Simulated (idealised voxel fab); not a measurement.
Module name: voxel transistor to metal (process module)
The cross-section on display is named cut; it measures 265 nm wide, and its cells are 5 nm squares.
Throughout this document, each cross-section is represented as a grid of square cells and is presented as a sequence of bands enumerated from the top downward, where a band comprises one or more rows of cells. The entry gives the band's vertical extent as a top height and a bottom height in nm, then its horizontal make-up as materials from left to right, each with a width in nm. "air" stands for empty space; a single material marked "full width" fills the band edge to edge. Below 0: as-received wafer, all one material; heights counted from there. Lowest band: no bottom, goes on down, written "0 and below". With a width like "30..40", each row of cells in the band differs from the next by the same amount, the top row carrying the first number and the bottom row the second. Basically "nothing got changed" means that step didn't change any cell in the cross-section. Under "Completely enclosed voids" you'll find the enclosed gaps, the ones with no way out to the top, that are 8 cells or bigger; each reads width x height at distance, with distance counted from the left edge, everything in nm. Note: text after step settings on the step line = simulator remark on that step. "overlay nm", when on a step's line for a step with a mask, measures how far to the right of its planned place the mask lay; a negative measure means to the left.

### Below is the list of planned process steps
- 1: RECEIVE,material Si
- 2: CONFORMAL_DEP,material SiO2,thk nm 5
- 3: CONFORMAL_DEP,material SiN,thk nm 10
- 4: DIRECTIONAL_DEP,material aC,thk nm 10
- 5: PATTERN,tone cover,mask id ACTIVE,material resist,width nm 105,pitch nm 125,thk nm 30,overlay nm 0
- 6: DIRECTIONAL_ETCH,etch materials aC,depth nm 10
- 7: STRIP,etch materials resist
- 8: DIRECTIONAL_ETCH,etch materials SiN,depth nm 10
- 9: DIRECTIONAL_ETCH,etch materials SiO2,depth nm 5
- 10: DIRECTIONAL_ETCH,etch materials Si,depth nm 35
- 11: STRIP,etch materials aC
- 12: FILL_DEP,material SiO2,thk nm 10
- 13: CMP,height nm 15
- 14: SELECTIVE_ETCH,etch materials SiO2,depth nm 5
- 15: STRIP,etch materials SiN
- 16: SELECTIVE_ETCH,etch materials SiO2,depth nm 5
- 17: OXIDIZE,depth nm 5
- 18: DIRECTIONAL_DEP,material polySi,thk nm 25
- 19: DIRECTIONAL_DEP,material SiCN,thk nm 15
- 20: MASKED_ETCH,tone cover,mask id GATE,width nm 25,pitch nm 125,etch materials SiCN,depth nm 25,overlay nm 0
- 21: MASKED_ETCH,tone cover,mask id GATE,width nm 25,pitch nm 125,etch materials polySi,depth nm 35,overlay nm 0
- 22: CONFORMAL_DEP,material SiN,thk nm 5
- 23: DIRECTIONAL_ETCH,etch materials SiN,depth nm 5
- 24: DIRECTIONAL_ETCH,etch materials SiO2,depth nm 5
- 25: EPI,material nSi,thk nm 5
- 26: FILL_DEP,material SiO2,thk nm 10
- 27: CMP,height nm 25
- 28: STRIP,etch materials polySi
- 29: SELECTIVE_ETCH,etch materials SiO2,depth nm 5
- 30: CONFORMAL_DEP,material HfO2,thk nm 5
- 31: CONFORMAL_DEP,material TiN,thk nm 5
- 32: FILL_DEP,material W,thk nm 10
- 33: CMP,height nm 20
- 34: DIRECTIONAL_DEP,material SiO2,thk nm 10
- 35: PATTERN,tone open,mask id CONTACT,material resist,width nm 15,thk nm 20,overlay nm 0
- 36: DIRECTIONAL_ETCH,etch materials SiO2,depth nm 30
- 37: STRIP,etch materials resist
- 38: CONFORMAL_DEP,material TiN,thk nm 5
- 39: FILL_DEP,material Ru,thk nm 10
- 40: CMP,height nm 30
- 41: CONFORMAL_DEP,material SiN,thk nm 5
- 42: DIRECTIONAL_DEP,material lowk,thk nm 15
- 43: PATTERN,tone open,mask id METAL_1,material resist,width nm 15,thk nm 15,overlay nm 0
- 44: DIRECTIONAL_ETCH,etch materials lowk,depth nm 15
- 45: DIRECTIONAL_ETCH,etch materials SiN,depth nm 5
- 46: STRIP,etch materials resist
- 47: CONFORMAL_DEP,material TiN,thk nm 5
- 48: FILL_DEP,material Cu,thk nm 5
- 49: CMP,height nm 50
- 50: EPI,material Ru,thk nm 5
- 51: FILL_DEP,material SiCN,thk nm 5

### Here's what the wafer looked like in cross-section when it arrived - that's after step 1
> 0 and below | Si full width
> Completely enclosed voids: none

### Cross-section taken at module completion on the first of two wafers; processed per the plan
> 60 down to 55 | SiCN full width
> 55 down to 50 | SiCN=20  Ru=25  SiCN=45  Ru=25  SiCN=30  Ru=25  SiCN=45  Ru=25  SiCN=25
> 50 down to 35 | lowk=25  TiN=5  Cu=5  TiN=5  lowk=55  TiN=5  Cu=5  TiN=5  lowk=40  TiN=5  Cu=5  TiN=5  lowk=55  TiN=5  Cu=5  TiN=5  lowk=30
> 35 down to 30 | SiN=25  TiN=15  SiN=55  TiN=15  SiN=40  TiN=15  SiN=55  TiN=15  SiN=30
> 30 down to 20 | SiO2=25  TiN=5  Ru=5  TiN=5  SiO2=55  TiN=5  Ru=5  TiN=5  SiO2=40  TiN=5  Ru=5  TiN=5  SiO2=55  TiN=5  Ru=5  TiN=5  SiO2=30
> 20 down to 5 | SiO2=25  TiN=5  Ru=5  TiN=5  SiO2=10  SiN=5  HfO2=5  TiN=5  W=5  TiN=5  HfO2=5  SiN=5  SiO2=10  TiN=5  Ru=5  TiN=5  SiO2=40  TiN=5  Ru=5  TiN=5  SiO2=10  SiN=5  HfO2=5  TiN=5  W=5  TiN=5  HfO2=5  SiN=5  SiO2=10  TiN=5  Ru=5  TiN=5  SiO2=30
> 5 down to 0 | SiO2=10  SiN=5  SiO2=10  TiN=15  SiO2=10  SiN=5  HfO2=5  TiN=15  HfO2=5  SiN=5  SiO2=10  TiN=15  SiO2=10  SiN=5  SiO2=10  SiN=5  SiO2=10  TiN=15  SiO2=10  SiN=5  HfO2=5  TiN=15  HfO2=5  SiN=5  SiO2=10  TiN=15  SiO2=10  SiN=5  SiO2=15
> 0 down to -5 | SiO2=15  nSi=35  HfO2=35  nSi=35  SiO2=20  nSi=35  HfO2=35  nSi=35  SiO2=20
> -5 down to -35 | SiO2=15  Si=105  SiO2=20  Si=105  SiO2=20
> -35 and below | Si full width
> Completely enclosed voids: none

### End-of-module cross-section of the second wafer: identical starting point and process plan to the first, with one processing mistake
> 60 down to 55 | SiCN full width
> 55 down to 50 | SiCN=20  Ru=25  SiCN=45  Ru=25  SiCN=30  Ru=25  SiCN=45  Ru=25  SiCN=25
> 50 down to 35 | lowk=25  TiN=5  Cu=5  TiN=5  lowk=55  TiN=5  Cu=5  TiN=5  lowk=40  TiN=5  Cu=5  TiN=5  lowk=55  TiN=5  Cu=5  TiN=5  lowk=30
> 35 down to 30 | SiN=25  TiN=15  SiN=55  TiN=15  SiN=40  TiN=15  SiN=55  TiN=15  SiN=30
> 30 down to 20 | SiO2=25  TiN=5  Ru=10  TiN=5  SiO2=50  TiN=5  Ru=10  TiN=5  SiO2=35  TiN=5  Ru=10  TiN=5  SiO2=50  TiN=5  Ru=10  TiN=5  SiO2=25
> 20 down to 5 | SiO2=25  TiN=5  Ru=10  TiN=5  SiO2=5  SiN=5  HfO2=5  TiN=5  W=5  TiN=5  HfO2=5  SiN=5  SiO2=10  TiN=5  Ru=10  TiN=5  SiO2=35  TiN=5  Ru=10  TiN=5  SiO2=5  SiN=5  HfO2=5  TiN=5  W=5  TiN=5  HfO2=5  SiN=5  SiO2=10  TiN=5  Ru=10  TiN=5  SiO2=25
> 5 down to 0 | SiO2=10  SiN=5  SiO2=10  TiN=20  SiO2=5  SiN=5  HfO2=5  TiN=15  HfO2=5  SiN=5  SiO2=10  TiN=20  SiO2=5  SiN=5  SiO2=10  SiN=5  SiO2=10  TiN=20  SiO2=5  SiN=5  HfO2=5  TiN=15  HfO2=5  SiN=5  SiO2=10  TiN=20  SiO2=5  SiN=5  SiO2=15
> 0 down to -5 | SiO2=15  nSi=35  HfO2=35  nSi=35  SiO2=20  nSi=35  HfO2=35  nSi=35  SiO2=20
> -5 down to -35 | SiO2=15  Si=105  SiO2=20  Si=105  SiO2=20
> -35 and below | Si full width
> Completely enclosed voids: none
What was done differently from what was planned? step 35 was processed under conditions differing from the plan, specifically as PATTERN,tone open,mask id CONTACT,material resist,width nm 20,thk nm 20,overlay nm 0
Bottom line after processing is that, in cells, the second wafer is up or down on some materials versus the first: +20 Ru; -24 SiO2; +4 TiN
